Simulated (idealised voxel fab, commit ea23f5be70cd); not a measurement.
process module | voxel tone inversion
cross-section cut | 285 nm wide | cells 5 nm
A cross-section is a grid of square cells, given in bands from the top down. A band is one or more rows of cells.
Each band's line starts with the height of the band's top and of its bottom, in nm. Then come its materials from left to right, each with its width in nm. One material with "throughout" fills the band from edge to edge. "air" is empty space.
Height 0 is the level under which the wafer as received is all one material. The lowest band goes on downwards, as in "0 down".
A width such as "30 to 40" changes by the same amount from each row of cells to the next, from the band's top row to its bottom row.
"no change" after a step means that no cell of the cross-section changed.
closed voids: empty space of 8 cells or more with no open way to the top, each as width x height at its distance from the left edge, in nm
after a step's settings: what the simulator itself notes on the step
overlay nm, on a step with a mask: how far to the right of its planned place the mask lay; to the left if negative
plan
1 op RECEIVE | material Si
2 op CONFORMAL_DEP | material SiN | thk nm 5
3 op DIRECTIONAL_DEP | material aC | thk nm 20
4 op PATTERN | tone cover | mask id POSTS | material resist | width nm 15 | pitch nm 45 | thk nm 25 | overlay nm 0
5 op DIRECTIONAL_ETCH | etch materials aC | depth nm 20
6 op STRIP | etch materials resist
7 op FILL_DEP | material SiO2 | thk nm 10
8 op CMP | height nm 25
9 op STRIP | etch materials aC
10 op CONFORMAL_DEP | material TiN | thk nm 5
11 op FILL_DEP | material Ru | thk nm 5
12 op CMP | height nm 25
13 op CONFORMAL_DEP | material SiCN | thk nm 5
first wafer, as planned
as received, after step 1
  0 down: Si throughout
  closed voids: none
after step 2
  5 to 0: SiN throughout
  below 0: unchanged
after step 3
  25 to 5: aC throughout
  below 5: unchanged
after step 4
  50 to 25: air 110 | resist 15 | air 30 | resist 15 | air 115
  below 25: unchanged
after step 5
  30 to 25: air 110 | resist 15 | air 30 | resist 15 | air 115
  25 to 5: air 110 | aC 15 | air 30 | aC 15 | air 115
  below 5: unchanged
after step 6
  25 to 5: air 110 | aC 15 | air 30 | aC 15 | air 115
  below 5: unchanged
after step 7
  35 to 25: SiO2 throughout
  25 to 5: SiO2 110 | aC 15 | SiO2 30 | aC 15 | SiO2 115
  below 5: unchanged
after step 8
  25 to 5: SiO2 110 | aC 15 | SiO2 30 | aC 15 | SiO2 115
  below 5: unchanged
after step 9
  25 to 5: SiO2 110 | air 15 | SiO2 30 | air 15 | SiO2 115
  below 5: unchanged
after step 10
  30 to 25: TiN 115 | air 5 | TiN 40 | air 5 | TiN 120
  25 to 10: SiO2 110 | TiN 5 | air 5 | TiN 5 | SiO2 30 | TiN 5 | air 5 | TiN 5 | SiO2 115
  10 to 5: SiO2 110 | TiN 15 | SiO2 30 | TiN 15 | SiO2 115
  below 5: unchanged
after step 11
  35 to 30: Ru throughout
  30 to 25: TiN 115 | Ru 5 | TiN 40 | Ru 5 | TiN 120
  25 to 10: SiO2 110 | TiN 5 | Ru 5 | TiN 5 | SiO2 30 | TiN 5 | Ru 5 | TiN 5 | SiO2 115
  below 10: unchanged
after step 12
  25 to 10: SiO2 110 | TiN 5 | Ru 5 | TiN 5 | SiO2 30 | TiN 5 | Ru 5 | TiN 5 | SiO2 115
  below 10: unchanged
after step 13
  30 to 25: SiCN throughout
  below 25: unchanged
second wafer: like start, like plan, one mistake. Through step 3 it matches the first wafer
when step 4 should have ended
  50 to 25: air 105 | resist 25 | air 20 | resist 25 | air 110
  below 25: unchanged
when step 5 should have ended
  30 to 25: air 105 | resist 25 | air 20 | resist 25 | air 110
  25 to 5: air 105 | aC 25 | air 20 | aC 25 | air 110
  below 5: unchanged
when step 6 should have ended
  25 to 5: air 105 | aC 25 | air 20 | aC 25 | air 110
  below 5: unchanged
when step 7 should have ended
  35 to 25: SiO2 throughout
  25 to 5: SiO2 105 | aC 25 | SiO2 20 | aC 25 | SiO2 110
  below 5: unchanged
when step 8 should have ended
  25 to 5: SiO2 105 | aC 25 | SiO2 20 | aC 25 | SiO2 110
  below 5: unchanged
when step 9 should have ended
  25 to 5: SiO2 105 | air 25 | SiO2 20 | air 25 | SiO2 110
  below 5: unchanged
when step 10 should have ended
  30 to 25: TiN 110 | air 15 | TiN 30 | air 15 | TiN 115
  25 to 10: SiO2 105 | TiN 5 | air 15 | TiN 5 | SiO2 20 | TiN 5 | air 15 | TiN 5 | SiO2 110
  10 to 5: SiO2 105 | TiN 25 | SiO2 20 | TiN 25 | SiO2 110
  below 5: unchanged
when step 11 should have ended
  35 to 30: Ru throughout
  30 to 25: TiN 110 | Ru 15 | TiN 30 | Ru 15 | TiN 115
  25 to 10: SiO2 105 | TiN 5 | Ru 15 | TiN 5 | SiO2 20 | TiN 5 | Ru 15 | TiN 5 | SiO2 110
  below 10: unchanged
when step 12 should have ended
  25 to 10: SiO2 105 | TiN 5 | Ru 15 | TiN 5 | SiO2 20 | TiN 5 | Ru 15 | TiN 5 | SiO2 110
  below 10: unchanged
when step 13 should have ended
  30 to 25: SiCN throughout
  below 25: unchanged
what went wrong: step 4 ran as: op PATTERN | tone cover | mask id POSTS | material resist | width nm 25 | pitch nm 45 | thk nm 25 | overlay nm 0
at the end the second wafer has, in cells: 12 more of Ru | 16 fewer of SiO2 | 4 more of TiN
